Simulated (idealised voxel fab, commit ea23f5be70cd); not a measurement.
The following process module bears the name voxel wiring stack.
We display cut, a cross-section 190 nm in width whose square cells are each 5 nm.
A cross-section in this document is a grid of square cells, and it is written down as bands, the top band listed before the ones below it; a band is made up of one or more rows of cells. Top, bottom (nm), then materials left to right with widths (nm); lone material tagged "full width" fills the whole band edge to edge; "blank" = empty space. Basically, 0 is our baseline, since under it the wafer straight out of the box is all one material. The bottom band has no lower end and keeps on going down, so it looks like "from 0 down". The two numbers in a width such as "30->40" mark its ends across the band: the first belongs to the top row of cells, the second to the bottom row, and from each row to the next the width moves by the same amount. "no change occurred" for a step: no cell of the cross-section changed in that step. Heads up: "Catalogued sealed voids" only lists the empty pockets with no open path to the top that are 8 cells or more, and it writes them as width x height at distance, distance from the left edge, in nm. That trailing text on a step's line, after the settings, is the simulator's own remark on the step. overlay nm: mask right of planned place by this much (step with mask). Neg. = left.
## Planned process steps
1: RECEIVE | material Si
2: CONFORMAL_DEP | material SiO2 | thk nm 15
3: CONFORMAL_DEP | material SiN | thk nm 5
4: DIRECTIONAL_DEP | material SiO2 | thk nm 20
5: PATTERN | tone open | mask id METAL_1 | material resist | width nm 25 | pitch nm 40 | thk nm 20 | overlay nm 0
6: DIRECTIONAL_ETCH | etch materials SiO2 | depth nm 20
7: DIRECTIONAL_ETCH | etch materials SiN | depth nm 5
8: STRIP | etch materials resist
9: CONFORMAL_DEP | material TiN | thk nm 5
10: FILL_DEP | material W | thk nm 5
11: CMP | height nm 40
12: EPI | material Ru | thk nm 5
13: FILL_DEP | material SiCN | thk nm 5
14: DIRECTIONAL_DEP | material SiO2 | thk nm 30
15: DIRECTIONAL_DEP | material aC | thk nm 10
16: PATTERN | tone open | mask id METAL_2 | material resist | width nm 25 | pitch nm 40 | thk nm 30 | overlay nm 0
17: DIRECTIONAL_ETCH | etch materials aC | depth nm 10
18: STRIP | etch materials resist
19: DIRECTIONAL_ETCH | etch materials SiO2 | depth nm 15
20: STRIP | etch materials aC
21: PATTERN | tone open | mask id METAL_2_HOLES | material resist | width nm 15 | thk nm 15 | overlay nm 0
22: DIRECTIONAL_ETCH | etch materials SiO2 | depth nm 15
23: DIRECTIONAL_ETCH | etch materials SiCN | depth nm 5
24: STRIP | etch materials resist
25: CONFORMAL_DEP | material TiN | thk nm 5
26: FILL_DEP | material Ru | thk nm 10
27: CMP | height nm 80
28: CONFORMAL_DEP | material SiCN | thk nm 5
29: DIRECTIONAL_DEP | material SiO2 | thk nm 15
30: DIRECTIONAL_DEP | material aC | thk nm 15
31: PATTERN | tone open | mask id PLUG_2 | material resist | width nm 15 | thk nm 35 | overlay nm 0
32: DIRECTIONAL_ETCH | etch materials aC | depth nm 15
33: STRIP | etch materials resist
34: DIRECTIONAL_ETCH | etch materials SiO2 | depth nm 15
35: DIRECTIONAL_ETCH | etch materials SiCN | depth nm 5
36: STRIP | etch materials aC
37: CONFORMAL_DEP | material TiN | thk nm 5
38: FILL_DEP | material Ru | thk nm 5
39: CMP | height nm 100
40: DIRECTIONAL_DEP | material TiN | thk nm 5
41: DIRECTIONAL_DEP | material W | thk nm 20
42: PATTERN | tone cover | mask id METAL_3 | material resist | width nm 25 | pitch nm 40 | thk nm 20 | overlay nm 0
43: DIRECTIONAL_ETCH | etch materials W | depth nm 20
44: DIRECTIONAL_ETCH | etch materials TiN | depth nm 5
45: STRIP | etch materials resist
46: CONFORMAL_DEP | material SiN | thk nm 5
47: FILL_DEP | material SiO2 | thk nm 5
48: CMP | height nm 125
49: CONFORMAL_DEP | material SiCN | thk nm 5
## On the first of the two wafers: run conducted according to plan
## Incoming wafer in cross-section (state: after step 1)
- from 0 down  Si full width
- Catalogued sealed voids: none
## Step 2 done - wafer cross-section
- from 15 to 0  SiO2 full width
- Below 0 it's all the same as before, nothing changed down there.
## Step 3 done - wafer cross-section
- from 20 to 15  SiN full width
- Below 15 it's all the same as before, nothing changed down there.
## Step 4 done - wafer cross-section
- from 40 to 20  SiO2 full width
- Below 20 it's all the same as before, nothing changed down there.
## Step 5 done - wafer cross-section
- from 60 to 40  60 of resist, 25 of blank, 15 of resist, 25 of blank, 65 of resist
- Below 40 it's all the same as before, nothing changed down there.
## Step 6 done - wafer cross-section
- from 60 to 40  60 of resist, 25 of blank, 15 of resist, 25 of blank, 65 of resist
- from 40 to 20  60 of SiO2, 25 of blank, 15 of SiO2, 25 of blank, 65 of SiO2
- Below 20 it's all the same as before, nothing changed down there.
## Step 7 done - wafer cross-section
- from 60 to 40  60 of resist, 25 of blank, 15 of resist, 25 of blank, 65 of resist
- from 40 to 20  60 of SiO2, 25 of blank, 15 of SiO2, 25 of blank, 65 of SiO2
- from 20 to 15  60 of SiN, 25 of blank, 15 of SiN, 25 of blank, 65 of SiN
- Below 15 it's all the same as before, nothing changed down there.
## Step 8 done - wafer cross-section
- from 40 to 20  60 of SiO2, 25 of blank, 15 of SiO2, 25 of blank, 65 of SiO2
- Below 20 it's all the same as before, nothing changed down there.
## Step 9 done - wafer cross-section
- from 45 to 40  65 of TiN, 15 of blank, 25 of TiN, 15 of blank, 70 of TiN
- from 40 to 20  60 of SiO2, 5 of TiN, 15 of blank, 5 of TiN, 15 of SiO2, 5 of TiN, 15 of blank, 5 of TiN, 65 of SiO2
- from 20 to 15  60 of SiN, 25 of TiN, 15 of SiN, 25 of TiN, 65 of SiN
- Below 15 it's all the same as before, nothing changed down there.
## Step 10 done - wafer cross-section
- from 50 to 45  W full width
- from 45 to 40  65 of TiN, 15 of W, 25 of TiN, 15 of W, 70 of TiN
- from 40 to 20  60 of SiO2, 5 of TiN, 15 of W, 5 of TiN, 15 of SiO2, 5 of TiN, 15 of W, 5 of TiN, 65 of SiO2
- Below 20 it's all the same as before, nothing changed down there.
## Step 11 done - wafer cross-section
- from 40 to 20  60 of SiO2, 5 of TiN, 15 of W, 5 of TiN, 15 of SiO2, 5 of TiN, 15 of W, 5 of TiN, 65 of SiO2
- Below 20 it's all the same as before, nothing changed down there.
## Step 12 done - wafer cross-section
- from 45 to 40  55 of blank, 35 of Ru, 5 of blank, 35 of Ru, 60 of blank
- Below 40 it's all the same as before, nothing changed down there.
## Step 13 done - wafer cross-section
- from 50 to 45  SiCN full width
- from 45 to 40  55 of SiCN, 35 of Ru, 5 of SiCN, 35 of Ru, 60 of SiCN
- Below 40 it's all the same as before, nothing changed down there.
## Step 14 done - wafer cross-section
- from 80 to 50  SiO2 full width
- Below 50 it's all the same as before, nothing changed down there.
## Step 15 done - wafer cross-section
- from 90 to 80  aC full width
- Below 80 it's all the same as before, nothing changed down there.
## Step 16 done - wafer cross-section
- from 120 to 90  60 of resist, 25 of blank, 15 of resist, 25 of blank, 65 of resist
- Below 90 it's all the same as before, nothing changed down there.
## Step 17 done - wafer cross-section
- from 110 to 90  60 of resist, 25 of blank, 15 of resist, 25 of blank, 65 of resist
- from 90 to 80  60 of aC, 25 of blank, 15 of aC, 25 of blank, 65 of aC
- Below 80 it's all the same as before, nothing changed down there.
## Step 18 done - wafer cross-section
- from 90 to 80  60 of aC, 25 of blank, 15 of aC, 25 of blank, 65 of aC
- Below 80 it's all the same as before, nothing changed down there.
## Step 19 done - wafer cross-section
- from 90 to 80  60 of aC, 25 of blank, 15 of aC, 25 of blank, 65 of aC
- from 80 to 65  60 of SiO2, 25 of blank, 15 of SiO2, 25 of blank, 65 of SiO2
- Below 65 it's all the same as before, nothing changed down there.
## Step 20 done - wafer cross-section
- from 80 to 65  60 of SiO2, 25 of blank, 15 of SiO2, 25 of blank, 65 of SiO2
- Below 65 it's all the same as before, nothing changed down there.
## Step 21 done - wafer cross-section
- from 95 to 80  60 of resist, 15 of blank, 115 of resist
- from 80 to 65  60 of SiO2, 15 of blank, 10 of resist, 15 of SiO2, 25 of resist, 65 of SiO2
- Below 65 it's all the same as before, nothing changed down there.
## Step 22 done - wafer cross-section
- from 95 to 80  60 of resist, 15 of blank, 115 of resist
- from 80 to 65  60 of SiO2, 15 of blank, 10 of resist, 15 of SiO2, 25 of resist, 65 of SiO2
- from 65 to 50  60 of SiO2, 15 of blank, 115 of SiO2
- Below 50 it's all the same as before, nothing changed down there.
## Step 23 done - wafer cross-section
- from 95 to 80  60 of resist, 15 of blank, 115 of resist
- from 80 to 65  60 of SiO2, 15 of blank, 10 of resist, 15 of SiO2, 25 of resist, 65 of SiO2
- from 65 to 50  60 of SiO2, 15 of blank, 115 of SiO2
- from 50 to 45  60 of SiCN, 15 of blank, 115 of SiCN
- Below 45 it's all the same as before, nothing changed down there.
## Step 24 done - wafer cross-section
- from 80 to 65  60 of SiO2, 25 of blank, 15 of SiO2, 25 of blank, 65 of SiO2
- Below 65 it's all the same as before, nothing changed down there.
## Step 25 done - wafer cross-section
- from 85 to 80  65 of TiN, 15 of blank, 25 of TiN, 15 of blank, 70 of TiN
- from 80 to 70  60 of SiO2, 5 of TiN, 15 of blank, 5 of TiN, 15 of SiO2, 5 of TiN, 15 of blank, 5 of TiN, 65 of SiO2
- from 70 to 65  60 of SiO2, 5 of TiN, 5 of blank, 15 of TiN, 15 of SiO2, 25 of TiN, 65 of SiO2
- from 65 to 50  60 of SiO2, 5 of TiN, 5 of blank, 5 of TiN, 115 of SiO2
- from 50 to 45  60 of SiCN, 15 of TiN, 115 of SiCN
- Below 45 it's all the same as before, nothing changed down there.
## Step 26 done - wafer cross-section
- from 95 to 85  Ru full width
- from 85 to 80  65 of TiN, 15 of Ru, 25 of TiN, 15 of Ru, 70 of TiN
- from 80 to 70  60 of SiO2, 5 of TiN, 15 of Ru, 5 of TiN, 15 of SiO2, 5 of TiN, 15 of Ru, 5 of TiN, 65 of SiO2
- from 70 to 65  60 of SiO2, 5 of TiN, 5 of Ru, 15 of TiN, 15 of SiO2, 25 of TiN, 65 of SiO2
- from 65 to 50  60 of SiO2, 5 of TiN, 5 of Ru, 5 of TiN, 115 of SiO2
- Below 50 it's all the same as before, nothing changed down there.
## Step 27 done - wafer cross-section
- from 80 to 70  60 of SiO2, 5 of TiN, 15 of Ru, 5 of TiN, 15 of SiO2, 5 of TiN, 15 of Ru, 5 of TiN, 65 of SiO2
- Below 70 it's all the same as before, nothing changed down there.
## Step 28 done - wafer cross-section
- from 85 to 80  SiCN full width
- Below 80 it's all the same as before, nothing changed down there.
## Step 29 done - wafer cross-section
- from 100 to 85  SiO2 full width
- Below 85 it's all the same as before, nothing changed down there.
## Step 30 done - wafer cross-section
- from 115 to 100  aC full width
- Below 100 it's all the same as before, nothing changed down there.
## Step 31 done - wafer cross-section
- from 150 to 115  60 of resist, 15 of blank, 115 of resist
- Below 115 it's all the same as before, nothing changed down there.
## Step 32 done - wafer cross-section
- from 135 to 115  60 of resist, 15 of blank, 115 of resist
- from 115 to 100  60 of aC, 15 of blank, 115 of aC
- Below 100 it's all the same as before, nothing changed down there.
## Step 33 done - wafer cross-section
- from 115 to 100  60 of aC, 15 of blank, 115 of aC
- Below 100 it's all the same as before, nothing changed down there.
## Step 34 done - wafer cross-section
- from 115 to 100  60 of aC, 15 of blank, 115 of aC
- from 100 to 85  60 of SiO2, 15 of blank, 115 of SiO2
- Below 85 it's all the same as before, nothing changed down there.
## Step 35 done - wafer cross-section
- from 115 to 100  60 of aC, 15 of blank, 115 of aC
- from 100 to 85  60 of SiO2, 15 of blank, 115 of SiO2
- from 85 to 80  60 of SiCN, 15 of blank, 115 of SiCN
- Below 80 it's all the same as before, nothing changed down there.
## Step 36 done - wafer cross-section
- from 100 to 85  60 of SiO2, 15 of blank, 115 of SiO2
- Below 85 it's all the same as before, nothing changed down there.
## Step 37 done - wafer cross-section
- from 105 to 100  65 of TiN, 5 of blank, 120 of TiN
- from 100 to 85  60 of SiO2, 5 of TiN, 5 of blank, 5 of TiN, 115 of SiO2
- from 85 to 80  60 of SiCN, 15 of TiN, 115 of SiCN
- Below 80 it's all the same as before, nothing changed down there.
## Step 38 done - wafer cross-section
- from 110 to 105  Ru full width
- from 105 to 100  65 of TiN, 5 of Ru, 120 of TiN
- from 100 to 85  60 of SiO2, 5 of TiN, 5 of Ru, 5 of TiN, 115 of SiO2
- Below 85 it's all the same as before, nothing changed down there.
## Step 39 done - wafer cross-section
- from 100 to 85  60 of SiO2, 5 of TiN, 5 of Ru, 5 of TiN, 115 of SiO2
- Below 85 it's all the same as before, nothing changed down there.
## Step 40 done - wafer cross-section
- from 105 to 100  TiN full width
- Below 100 it's all the same as before, nothing changed down there.
## Step 41 done - wafer cross-section
- from 125 to 105  W full width
- Below 105 it's all the same as before, nothing changed down there.
## Step 42 done - wafer cross-section
- from 145 to 125  60 of blank, 25 of resist, 15 of blank, 25 of resist, 65 of blank
- Below 125 it's all the same as before, nothing changed down there.
## Step 43 done - wafer cross-section
- from 145 to 125  60 of blank, 25 of resist, 15 of blank, 25 of resist, 65 of blank
- from 125 to 105  60 of blank, 25 of W, 15 of blank, 25 of W, 65 of blank
- Below 105 it's all the same as before, nothing changed down there.
## Step 44 done - wafer cross-section
- from 145 to 125  60 of blank, 25 of resist, 15 of blank, 25 of resist, 65 of blank
- from 125 to 105  60 of blank, 25 of W, 15 of blank, 25 of W, 65 of blank
- from 105 to 100  60 of blank, 25 of TiN, 15 of blank, 25 of TiN, 65 of blank
- Below 100 it's all the same as before, nothing changed down there.
## Step 45 done - wafer cross-section
- from 125 to 105  60 of blank, 25 of W, 15 of blank, 25 of W, 65 of blank
- Below 105 it's all the same as before, nothing changed down there.
## Step 46 done - wafer cross-section
- from 130 to 125  55 of blank, 35 of SiN, 5 of blank, 35 of SiN, 60 of blank
- from 125 to 105  55 of blank, 5 of SiN, 25 of W, 5 of SiN, 5 of blank, 5 of SiN, 25 of W, 5 of SiN, 60 of blank
- from 105 to 100  60 of SiN, 25 of TiN, 15 of SiN, 25 of TiN, 65 of SiN
- Below 100 it's all the same as before, nothing changed down there.
## Step 47 done - wafer cross-section
- from 135 to 130  SiO2 full width
- from 130 to 125  55 of SiO2, 35 of SiN, 5 of SiO2, 35 of SiN, 60 of SiO2
- from 125 to 105  55 of SiO2, 5 of SiN, 25 of W, 5 of SiN, 5 of SiO2, 5 of SiN, 25 of W, 5 of SiN, 60 of SiO2
- Below 105 it's all the same as before, nothing changed down there.
## Step 48 done - wafer cross-section
- from 125 to 105  55 of SiO2, 5 of SiN, 25 of W, 5 of SiN, 5 of SiO2, 5 of SiN, 25 of W, 5 of SiN, 60 of SiO2
- Below 105 it's all the same as before, nothing changed down there.
## Step 49 done - wafer cross-section
- from 130 to 125  SiCN full width
- Below 125 it's all the same as before, nothing changed down there.
## Second of two: same start, same plan, one run error; steps up to and including 26 match the first
Here is the second wafer in cross-section at the point where step 27 of the plan should have been done: no change occurred
## Here is the second wafer in cross-section at the point where step 28 of the plan should have been done
- from 100 to 95  SiCN full width
- Below 95 it's all the same as before, nothing changed down there.
## Here is the second wafer in cross-section at the point where step 29 of the plan should have been done
- from 115 to 100  SiO2 full width
- Below 100 it's all the same as before, nothing changed down there.
## Here is the second wafer in cross-section at the point where step 30 of the plan should have been done
- from 130 to 115  aC full width
- Below 115 it's all the same as before, nothing changed down there.
## Here is the second wafer in cross-section at the point where step 31 of the plan should have been done
- from 165 to 130  60 of resist, 15 of blank, 115 of resist
- Below 130 it's all the same as before, nothing changed down there.
## Here is the second wafer in cross-section at the point where step 32 of the plan should have been done
- from 150 to 130  60 of resist, 15 of blank, 115 of resist
- from 130 to 115  60 of aC, 15 of blank, 115 of aC
- Below 115 it's all the same as before, nothing changed down there.
## Here is the second wafer in cross-section at the point where step 33 of the plan should have been done
- from 130 to 115  60 of aC, 15 of blank, 115 of aC
- Below 115 it's all the same as before, nothing changed down there.
## Here is the second wafer in cross-section at the point where step 34 of the plan should have been done
- from 130 to 115  60 of aC, 15 of blank, 115 of aC
- from 115 to 100  60 of SiO2, 15 of blank, 115 of SiO2
- Below 100 it's all the same as before, nothing changed down there.
## Here is the second wafer in cross-section at the point where step 35 of the plan should have been done
- from 130 to 115  60 of aC, 15 of blank, 115 of aC
- from 115 to 100  60 of SiO2, 15 of blank, 115 of SiO2
- from 100 to 95  60 of SiCN, 15 of blank, 115 of SiCN
- Below 95 it's all the same as before, nothing changed down there.
## Here is the second wafer in cross-section at the point where step 36 of the plan should have been done
- from 115 to 100  60 of SiO2, 15 of blank, 115 of SiO2
- Below 100 it's all the same as before, nothing changed down there.
## Here is the second wafer in cross-section at the point where step 37 of the plan should have been done
- from 120 to 115  65 of TiN, 5 of blank, 120 of TiN
- from 115 to 100  60 of SiO2, 5 of TiN, 5 of blank, 5 of TiN, 115 of SiO2
- from 100 to 95  60 of SiCN, 15 of TiN, 115 of SiCN
- Below 95 it's all the same as before, nothing changed down there.
## Here is the second wafer in cross-section at the point where step 38 of the plan should have been done
- from 125 to 120  Ru full width
- from 120 to 115  65 of TiN, 5 of Ru, 120 of TiN
- from 115 to 100  60 of SiO2, 5 of TiN, 5 of Ru, 5 of TiN, 115 of SiO2
- Below 100 it's all the same as before, nothing changed down there.
## Here is the second wafer in cross-section at the point where step 39 of the plan should have been done
- from 100 to 95  60 of SiCN, 15 of TiN, 115 of SiCN
- Below 95 it's all the same as before, nothing changed down there.
## Here is the second wafer in cross-section at the point where step 40 of the plan should have been done
- from 105 to 100  TiN full width
- Below 100 it's all the same as before, nothing changed down there.
## Here is the second wafer in cross-section at the point where step 41 of the plan should have been done
- from 125 to 105  W full width
- Below 105 it's all the same as before, nothing changed down there.
## Here is the second wafer in cross-section at the point where step 42 of the plan should have been done
- from 145 to 125  60 of blank, 25 of resist, 15 of blank, 25 of resist, 65 of blank
- Below 125 it's all the same as before, nothing changed down there.
## Here is the second wafer in cross-section at the point where step 43 of the plan should have been done
- from 145 to 125  60 of blank, 25 of resist, 15 of blank, 25 of resist, 65 of blank
- from 125 to 105  60 of blank, 25 of W, 15 of blank, 25 of W, 65 of blank
- Below 105 it's all the same as before, nothing changed down there.
## Here is the second wafer in cross-section at the point where step 44 of the plan should have been done
- from 145 to 125  60 of blank, 25 of resist, 15 of blank, 25 of resist, 65 of blank
- from 125 to 105  60 of blank, 25 of W, 15 of blank, 25 of W, 65 of blank
- from 105 to 100  60 of blank, 25 of TiN, 15 of blank, 25 of TiN, 65 of blank
- Below 100 it's all the same as before, nothing changed down there.
## Here is the second wafer in cross-section at the point where step 45 of the plan should have been done
- from 125 to 105  60 of blank, 25 of W, 15 of blank, 25 of W, 65 of blank
- Below 105 it's all the same as before, nothing changed down there.
## Here is the second wafer in cross-section at the point where step 46 of the plan should have been done
- from 130 to 125  55 of blank, 35 of SiN, 5 of blank, 35 of SiN, 60 of blank
- from 125 to 105  55 of blank, 5 of SiN, 25 of W, 5 of SiN, 5 of blank, 5 of SiN, 25 of W, 5 of SiN, 60 of blank
- from 105 to 100  60 of SiN, 25 of TiN, 15 of SiN, 25 of TiN, 65 of SiN
- Below 100 it's all the same as before, nothing changed down there.
## Here is the second wafer in cross-section at the point where step 47 of the plan should have been done
- from 135 to 130  SiO2 full width
- from 130 to 125  55 of SiO2, 35 of SiN, 5 of SiO2, 35 of SiN, 60 of SiO2
- from 125 to 105  55 of SiO2, 5 of SiN, 25 of W, 5 of SiN, 5 of SiO2, 5 of SiN, 25 of W, 5 of SiN, 60 of SiO2
- Below 105 it's all the same as before, nothing changed down there.
## Here is the second wafer in cross-section at the point where step 48 of the plan should have been done
- from 125 to 105  55 of SiO2, 5 of SiN, 25 of W, 5 of SiN, 5 of SiO2, 5 of SiN, 25 of W, 5 of SiN, 60 of SiO2
- Below 105 it's all the same as before, nothing changed down there.
## Here is the second wafer in cross-section at the point where step 49 of the plan should have been done
- from 130 to 125  SiCN full width
- Below 125 it's all the same as before, nothing changed down there.
Finding, execution versus plan: with respect to the plan, step 27 was omitted and not executed
Per the end-of-run cell counts, the second wafer holds more or fewer of some materials than the first: +79 Ru | -105 SiO2 | +26 TiN
